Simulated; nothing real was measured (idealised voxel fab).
This section sets out a process module, namely voxel spacer lines.
The cross-section shown here is cut; it is 265 nm wide and divided into square cells measuring 5 nm on a side.
Cross-section spec: square-cell grid; bands listed top down; each band is one or more rows. Each band's line starts with the height of the band's top and of its bottom, in nm. Then come its materials from left to right, each with its width in nm. One material with "everywhere" fills the band from edge to edge. "blank" is empty space. For the purposes of this specification, 0 denotes the height below which the wafer in its as-received condition is composed wholly of one material, and the lowermost band, lacking a lower limit, extends downward without end, as expressed in "0 and below". You'd read "30..40" like this: the band's top row of cells is as wide as the first number, its bottom row is as wide as the second, and going down, every row changes width by the same amount as the row before did. Basically "left unchanged" means that step didn't change any cell in the cross-section. Any empty space of 8 cells or more lacking an open way to the top shows up in "Sealed voids" as width x height at distance, distance from the left edge, in nm. Heads up: the bit after the settings on a step's line is the simulator's remark on that step. If you see "overlay nm" on a step's line and that step has a mask, it's telling you how far right of where it was planned the mask ended up; a negative number means it went left instead.

[These are the steps we planned for the process]
1. RECEIVE with material Si
2. CONFORMAL_DEP with material SiO2, thk nm 5
3. DIRECTIONAL_DEP with material TiN, thk nm 20
4. DIRECTIONAL_DEP with material polySi, thk nm 25
5. PATTERN with tone cover, mask id MANDREL, material resist, width nm 15, pitch nm 60, thk nm 35, overlay nm 0
6. DIRECTIONAL_ETCH with etch materials polySi, depth nm 25
7. STRIP with etch materials resist
8. CONFORMAL_DEP with material SiN, thk nm 15
9. DIRECTIONAL_ETCH with etch materials SiN, depth nm 15
10. STRIP with etch materials polySi
11. DIRECTIONAL_ETCH with etch materials TiN, depth nm 20
12. STRIP with etch materials SiN

[This is the cross-section of the wafer as we received it, i.e. after step 1]
> 0 and below | Si everywhere
> Sealed voids: none

[Sectioned view, first of two wafers, at the close of the module, processed as intended in the plan]
> 25 down to 5 | blank 80 nm, then TiN 15 nm, then blank 15 nm, then TiN 15 nm, then blank 15 nm, then TiN 15 nm, then blank 15 nm, then TiN 15 nm, then blank 80 nm
> 5 down to 0 | SiO2 everywhere
> 0 and below | Si everywhere
> Sealed voids: none

[Cross-sectional view: second of two wafers, end of module; start and plan identical to the first, one mistake in running]
> 25 down to 5 | blank 70 nm, then TiN 15 nm, then blank 15 nm, then TiN 15 nm, then blank 15 nm, then TiN 15 nm, then blank 15 nm, then TiN 15 nm, then blank 90 nm
> 5 down to 0 | SiO2 everywhere
> 0 and below | Si everywhere
> Sealed voids: none
So what did we get wrong on this run? for step 5, the planned setting was not used; the step was instead run as PATTERN with tone cover, mask id MANDREL, material resist, width nm 15, pitch nm 60, thk nm 35, overlay nm -10
The two final wafers agree on how many cells each material fills and disagree on which cells those are.
